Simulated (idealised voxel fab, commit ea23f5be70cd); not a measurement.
process module | voxel self aligned vias
cross-section cut | 280 nm wide | cells 5 nm
A cross-section is a grid of square cells, given in bands from the top down. A band is one or more rows of cells.
Each band's line starts with the height of the band's top and of its bottom, in nm. Then come its materials from left to right, each with its width in nm. One material with "throughout" fills the band from edge to edge. "air" is empty space.
Height 0 is the level under which the wafer as received is all one material. The lowest band goes on downwards, as in "0 down".
A width such as "30 to 40" changes by the same amount from each row of cells to the next, from the band's top row to its bottom row.
"no change" after a step means that no cell of the cross-section changed.
closed voids: empty space of 8 cells or more with no open way to the top, each as width x height at its distance from the left edge, in nm
after a step's settings: what the simulator itself notes on the step
overlay nm, on a step with a mask: how far to the right of its planned place the mask lay; to the left if negative
plan
1 op RECEIVE | material Si
2 op CONFORMAL_DEP | material SiO2 | thk nm 10
3 op CONFORMAL_DEP | material SiCN | thk nm 5
4 op DIRECTIONAL_DEP | material SiO2 | thk nm 30
5 op MASKED_ETCH | tone open | mask id LINES | width nm 30 | pitch nm 70 | etch materials SiO2 | depth nm 30 | overlay nm 0
6 op CONFORMAL_DEP | material TiN | thk nm 5
7 op FILL_DEP | material Ru | thk nm 10
8 op CMP | height nm 45
9 op SELECTIVE_ETCH | etch materials W Ru TiN | depth nm 5
10 op FILL_DEP | material SiN | thk nm 5
11 op CMP | height nm 45
12 op DIRECTIONAL_DEP | material SiO2 | thk nm 20
13 op MASKED_ETCH | tone open | mask id VIAS | width nm 40 | etch materials SiO2 | depth nm 20 | overlay nm 0
14 op MASKED_ETCH | tone open | mask id VIAS | width nm 50 | etch materials SiN | depth nm 5 | overlay nm 0
15 op CONFORMAL_DEP | material TiN | thk nm 5
16 op FILL_DEP | material W | thk nm 10
17 op CMP | height nm 65
18 op CONFORMAL_DEP | material SiCN | thk nm 5
varied across the wafers: width nm of step 13. The plan shows the first wafer's value. All wafers start alike
first wafer as received, after step 1
  0 down: Si throughout
  closed voids: none
first wafer at the end, after step 18
  70 to 65: SiCN throughout
  65 to 50: SiO2 85 | TiN 5 | W 30 | TiN 5 | SiO2 155
  50 to 45: SiO2 85 | TiN 10 | W 20 | TiN 10 | SiO2 155
  45 to 40: SiO2 90 | TiN 30 | SiO2 40 | SiN 30 | SiO2 90
  40 to 20: SiO2 90 | TiN 5 | Ru 20 | TiN 5 | SiO2 40 | TiN 5 | Ru 20 | TiN 5 | SiO2 90
  20 to 15: SiO2 90 | TiN 30 | SiO2 40 | TiN 30 | SiO2 90
  15 to 10: SiCN throughout
  10 to 0: SiO2 throughout
  0 down: Si throughout
  closed voids: none
last wafer at the end
  70 to 65: SiCN throughout
  65 to 50: SiO2 75 | TiN 5 | W 55 | TiN 5 | SiO2 140
  50 to 45: SiO2 75 | TiN 20 | W 20 | TiN 25 | SiO2 140
  45 to 40: SiO2 90 | TiN 30 | SiO2 40 | SiN 30 | SiO2 90
  40 to 20: SiO2 90 | TiN 5 | Ru 20 | TiN 5 | SiO2 40 | TiN 5 | Ru 20 | TiN 5 | SiO2 90
  20 to 15: SiO2 90 | TiN 30 | SiO2 40 | TiN 30 | SiO2 90
  15 to 10: SiCN throughout
  10 to 0: SiO2 throughout
  0 down: Si throughout
  closed voids: none
each wafer at the end: cells of each material gained (+) or lost (-) since it was received, then its closed voids
width nm 40 | +32 Ru | +112 SiCN | +6 SiN | +568 SiO2 | +44 TiN | +22 W | closed voids: none
width nm 45 | +32 Ru | +112 SiCN | +6 SiN | +564 SiO2 | +45 TiN | +25 W | closed voids: none
width nm 50 | +32 Ru | +112 SiCN | +6 SiN | +560 SiO2 | +46 TiN | +28 W | closed voids: none
width nm 55 | +32 Ru | +112 SiCN | +6 SiN | +556 SiO2 | +47 TiN | +31 W | closed voids: none
width nm 60 | +32 Ru | +112 SiCN | +6 SiN | +552 SiO2 | +48 TiN | +34 W | closed voids: none
width nm 65 | +32 Ru | +112 SiCN | +6 SiN | +548 SiO2 | +49 TiN | +37 W | closed voids: none
